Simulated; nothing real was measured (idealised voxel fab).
Documented hereafter: the process module known as voxel gate over fins.
The figure presents cross-section cut, which has a width of 230 nm and is divided into square cells with an edge length of 5 nm.
Square cells in a grid make up a cross-section in this document, and the grid is given as bands, listed from the top down, each one or more rows of cells.
For a band, the entry starts with two heights in nm, that of the top and then that of the bottom, and carries on with the band's materials in order from left to right, each alongside its width in nm; the word "full width" beside a single material means it fills the band edge to edge, and "empty" means empty space.
Heights from 0 (as-received wafer is one material below). Bottom band endless downward, as "0 and below".
Think of "30..40" as a width that walks from the first number to the second as you go down the band, top row to bottom row, taking equal-sized steps from row to row.
"no modification" for a step: no cell of the cross-section changed in that step.
Reported under the label "Entrapped voids" are the empty spaces having no open way to the top and comprising 8 cells or more; the notation for each is width x height at distance, in which the distance is measured from the left edge and all three values are in nm.
On each step's line, the part that comes after the settings is the simulator's own comment on the step.
Among the settings permitted on a step's line is "overlay nm"; applied to a step with a mask, it specifies the extent to which the mask lay to the right of its planned position, whereas a negative figure signifies a position to the left.
### Below is the list of planned process steps
1. op RECEIVE | material Si
2. op CONFORMAL_DEP | material SiN | thk nm 10
3. op PATTERN | tone cover | mask id FINS | material resist | width nm 15 | pitch nm 50 | thk nm 15 | overlay nm 0
4. op DIRECTIONAL_ETCH | etch materials SiN | depth nm 10
5. op DIRECTIONAL_ETCH | etch materials Si | depth nm 35
6. op STRIP | etch materials resist
7. op OXIDIZE | depth nm 5
8. op FILL_DEP | material SiO2 | thk nm 5
9. op CMP | height nm 10
10. op DIRECTIONAL_DEP | material aC | thk nm 10
11. op PATTERN | tone open | mask id RAIL | material resist | width nm 15 | thk nm 30 | overlay nm 0
12. op DIRECTIONAL_ETCH | etch materials aC | depth nm 10
13. op STRIP | etch materials resist
14. op DIRECTIONAL_ETCH | etch materials SiO2 | depth nm 40
15. op STRIP | etch materials aC
16. op CONFORMAL_DEP | material TiN | thk nm 5
17. op FILL_DEP | material W | thk nm 10
18. op CMP | height nm 10
19. op SELECTIVE_ETCH | etch materials W Ru TiN | depth nm 25
20. op FILL_DEP | material SiO2 | thk nm 5
21. op CMP | height nm 10
22. op SELECTIVE_ETCH | etch materials SiO2 | depth nm 20
23. op STRIP | etch materials SiN
24. op CONFORMAL_DEP | material HfO2 | thk nm 5
25. op CONFORMAL_DEP | material TiN | thk nm 5
26. op CONFORMAL_DEP | material TiAl | thk nm 5
27. op CONFORMAL_DEP | material TiN | thk nm 5
28. op FILL_DEP | material W | thk nm 15
29. op CMP | height nm 30
30. op CONFORMAL_DEP | material SiCN | thk nm 5
### Cross-sectional view of the wafer in its as-received condition, corresponding to the state after step 1
- 0 and below = Si full width
- Entrapped voids: none
### Sectioned view, first of two wafers, at the close of the module, processed as intended in the plan
- 35 down to 30 = SiCN full width
- 30 down to 20 = W full width
- 20 down to 15 = 40 of W  45 of TiN  5 of W  45 of TiN  5 of W  45 of TiN  45 of W
- 15 down to 10 = 40 of W  5 of TiN  35 of TiAl  5 of TiN  5 of W  5 of TiN  35 of TiAl  5 of TiN  5 of W  5 of TiN  35 of TiAl  5 of TiN  45 of W
- 10 down to 5 = 45 of TiN  5 of TiAl  25 of TiN  5 of TiAl  15 of TiN  5 of TiAl  25 of TiN  5 of TiAl  15 of TiN  5 of TiAl  25 of TiN  5 of TiAl  50 of TiN
- 5 down to 0 = 50 of TiAl  5 of TiN  15 of HfO2  5 of TiN  25 of TiAl  5 of TiN  15 of HfO2  5 of TiN  25 of TiAl  5 of TiN  15 of HfO2  5 of TiN  55 of TiAl
- 0 down to -5 = 55 of TiN  5 of HfO2  5 of Si  5 of HfO2  35 of TiN  5 of HfO2  5 of Si  5 of HfO2  35 of TiN  5 of HfO2  5 of Si  5 of HfO2  60 of TiN
- -5 down to -10 = 60 of HfO2  5 of Si  45 of HfO2  5 of Si  45 of HfO2  5 of Si  65 of HfO2
- -10 down to -15 = 60 of SiO2  5 of Si  45 of SiO2  5 of Si  45 of SiO2  5 of Si  65 of SiO2
- -15 down to -25 = 60 of SiO2  5 of Si  15 of SiO2  5 of TiN  5 of W  5 of TiN  15 of SiO2  5 of Si  45 of SiO2  5 of Si  65 of SiO2
- -25 down to -30 = 60 of SiO2  5 of Si  15 of SiO2  15 of TiN  15 of SiO2  5 of Si  45 of SiO2  5 of Si  65 of SiO2
- -30 down to -40 = 60 of SiO2  5 of Si  45 of SiO2  5 of Si  45 of SiO2  5 of Si  65 of SiO2
- -40 and below = Si full width
- Entrapped voids: none
### Cross-sectional view: second of two wafers, end of module; start and plan identical to the first, one mistake in running
- 35 down to 30 = SiCN full width
- 30 down to 20 = W full width
- 20 down to 15 = 40 of W  45 of TiN  5 of W  45 of TiN  5 of W  45 of TiN  45 of W
- 15 down to 10 = 40 of W  5 of TiN  35 of TiAl  5 of TiN  5 of W  5 of TiN  35 of TiAl  5 of TiN  5 of W  5 of TiN  35 of TiAl  5 of TiN  45 of W
- 10 down to 5 = 45 of TiN  5 of TiAl  25 of TiN  5 of TiAl  15 of TiN  5 of TiAl  25 of TiN  5 of TiAl  15 of TiN  5 of TiAl  25 of TiN  5 of TiAl  50 of TiN
- 5 down to 0 = 50 of TiAl  5 of TiN  15 of HfO2  5 of TiN  25 of TiAl  5 of TiN  15 of HfO2  5 of TiN  25 of TiAl  5 of TiN  15 of HfO2  5 of TiN  55 of TiAl
- 0 down to -5 = 55 of TiN  5 of HfO2  5 of Si  5 of HfO2  35 of TiN  5 of HfO2  5 of Si  5 of HfO2  35 of TiN  5 of HfO2  5 of Si  5 of HfO2  60 of TiN
- -5 down to -10 = 60 of HfO2  5 of Si  45 of HfO2  5 of Si  45 of HfO2  5 of Si  65 of HfO2
- -10 down to -15 = 60 of SiO2  5 of Si  45 of SiO2  5 of Si  45 of SiO2  5 of Si  65 of SiO2
- -15 down to -25 = 60 of SiO2  5 of Si  15 of SiO2  5 of TiN  5 of W  5 of TiN  15 of SiO2  5 of Si  45 of SiO2  5 of Si  65 of SiO2
- -25 down to -30 = 60 of SiO2  5 of Si  15 of SiO2  15 of TiN  15 of SiO2  5 of Si  45 of SiO2  5 of Si  65 of SiO2
- -30 down to -45 = 60 of SiO2  5 of Si  45 of SiO2  5 of Si  45 of SiO2  5 of Si  65 of SiO2
- -45 and below = Si full width
- Entrapped voids: none
Where did the run depart from the plan? step 5: run off-plan, actual operation and settings op DIRECTIONAL_ETCH | etch materials Si | depth nm 40
Final tally in cells, some materials are higher or lower on the second wafer than on the first: Si -43 | SiO2 +43
